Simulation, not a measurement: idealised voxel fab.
process module | voxel double patterning
cross-section cut | 175 nm wide | cells 5 nm
A cross-section is a grid of square cells, given in bands from the top down. A band is one or more rows of cells.
Each band's line starts with the height of the band's top and of its bottom, in nm. Then come its materials from left to right, each with its width in nm. One material with "throughout" fills the band from edge to edge. "air" is empty space.
Height 0 is the level under which the wafer as received is all one material. The lowest band goes on downwards, as in "0 down".
A width such as "30 to 40" changes by the same amount from each row of cells to the next, from the band's top row to its bottom row.
"no change" after a step means that no cell of the cross-section changed.
closed voids: empty space of 8 cells or more with no open way to the top, each as width x height at its distance from the left edge, in nm
after a step's settings: what the simulator itself notes on the step
overlay nm, on a step with a mask: how far to the right of its planned place the mask lay; to the left if negative
plan
1 op RECEIVE | material Si
2 op CONFORMAL_DEP | material SiO2 | thk nm 5
3 op DIRECTIONAL_DEP | material W | thk nm 10
4 op DIRECTIONAL_DEP | material SiCN | thk nm 10
5 op DIRECTIONAL_DEP | material aC | thk nm 10
6 op PATTERN | tone open | mask id FIRST | material resist | width nm 15 | pitch nm 50 | thk nm 30 | overlay nm 0
7 op DIRECTIONAL_ETCH | etch materials aC | depth nm 10
8 op STRIP | etch materials resist
9 op DIRECTIONAL_ETCH | etch materials SiCN | depth nm 10
10 op STRIP | etch materials aC
11 op PATTERN | tone open | mask id SECOND | material resist | width nm 15 | thk nm 20 | overlay nm 0
12 op DIRECTIONAL_ETCH | etch materials SiCN | depth nm 10
13 op STRIP | etch materials resist
14 op DIRECTIONAL_ETCH | etch materials W | depth nm 10
15 op STRIP | etch materials SiCN
first wafer, as planned
as received, after step 1
  0 down: Si throughout
  closed voids: none
after step 2
  5 to 0: SiO2 throughout
  below 0: unchanged
after step 3
  15 to 5: W throughout
  below 5: unchanged
after step 4
  25 to 15: SiCN throughout
  below 15: unchanged
after step 5
  35 to 25: aC throughout
  below 25: unchanged
after step 6
  65 to 35: resist 55 | air 15 | resist 35 | air 15 | resist 55
  below 35: unchanged
after step 7
  55 to 35: resist 55 | air 15 | resist 35 | air 15 | resist 55
  35 to 25: aC 55 | air 15 | aC 35 | air 15 | aC 55
  below 25: unchanged
after step 8
  35 to 25: aC 55 | air 15 | aC 35 | air 15 | aC 55
  below 25: unchanged
after step 9
  35 to 25: aC 55 | air 15 | aC 35 | air 15 | aC 55
  25 to 15: SiCN 55 | air 15 | SiCN 35 | air 15 | SiCN 55
  below 15: unchanged
after step 10
  25 to 15: SiCN 55 | air 15 | SiCN 35 | air 15 | SiCN 55
  below 15: unchanged
after step 11
  45 to 25: resist 80 | air 15 | resist 80
  25 to 15: SiCN 55 | resist 15 | SiCN 35 | resist 15 | SiCN 55
  below 15: unchanged
after step 12
  45 to 25: resist 80 | air 15 | resist 80
  25 to 15: SiCN 55 | resist 15 | SiCN 10 | air 15 | SiCN 10 | resist 15 | SiCN 55
  below 15: unchanged
after step 13
  25 to 15: SiCN 55 | air 15 | SiCN 10 | air 15 | SiCN 10 | air 15 | SiCN 55
  below 15: unchanged
after step 14
  25 to 15: SiCN 55 | air 15 | SiCN 10 | air 15 | SiCN 10 | air 15 | SiCN 55
  15 to 5: W 55 | air 15 | W 10 | air 15 | W 10 | air 15 | W 55
  below 5: unchanged
after step 15
  15 to 5: W 55 | air 15 | W 10 | air 15 | W 10 | air 15 | W 55
  below 5: unchanged
second wafer: like start, like plan, one mistake. Through step 8 it matches the first wafer
when step 9 should have ended
  35 to 25: aC 55 | air 15 | aC 35 | air 15 | aC 55
  25 to 15: SiCN 55 | air 15 | SiCN 35 | air 15 | SiCN 55
  below 15: unchanged
when step 10 should have ended
  25 to 15: SiCN 55 | air 15 | SiCN 35 | air 15 | SiCN 55
  below 15: unchanged
when step 11 should have ended
  45 to 25: resist 80 | air 15 | resist 80
  25 to 15: SiCN 55 | resist 15 | SiCN 35 | resist 15 | SiCN 55
  below 15: unchanged
when step 12 should have ended
  45 to 25: resist 80 | air 15 | resist 80
  25 to 15: SiCN 55 | resist 15 | SiCN 10 | air 15 | SiCN 10 | resist 15 | SiCN 55
  below 15: unchanged
when step 13 should have ended
  25 to 15: SiCN 55 | air 15 | SiCN 10 | air 15 | SiCN 10 | air 15 | SiCN 55
  below 15: unchanged
when step 14 should have ended
  25 to 15: SiCN 55 | air 15 | SiCN 10 | air 15 | SiCN 10 | air 15 | SiCN 55
  15 to 5: W 55 | air 15 | W 10 | air 15 | W 10 | air 15 | W 55
  below 5: unchanged
when step 15 should have ended
  15 to 5: W 55 | air 15 | W 10 | air 15 | W 10 | air 15 | W 55
  below 5: unchanged
what went wrong: step 9 was run twice
at the end the two cross-sections are the same: no effect in what this model computes
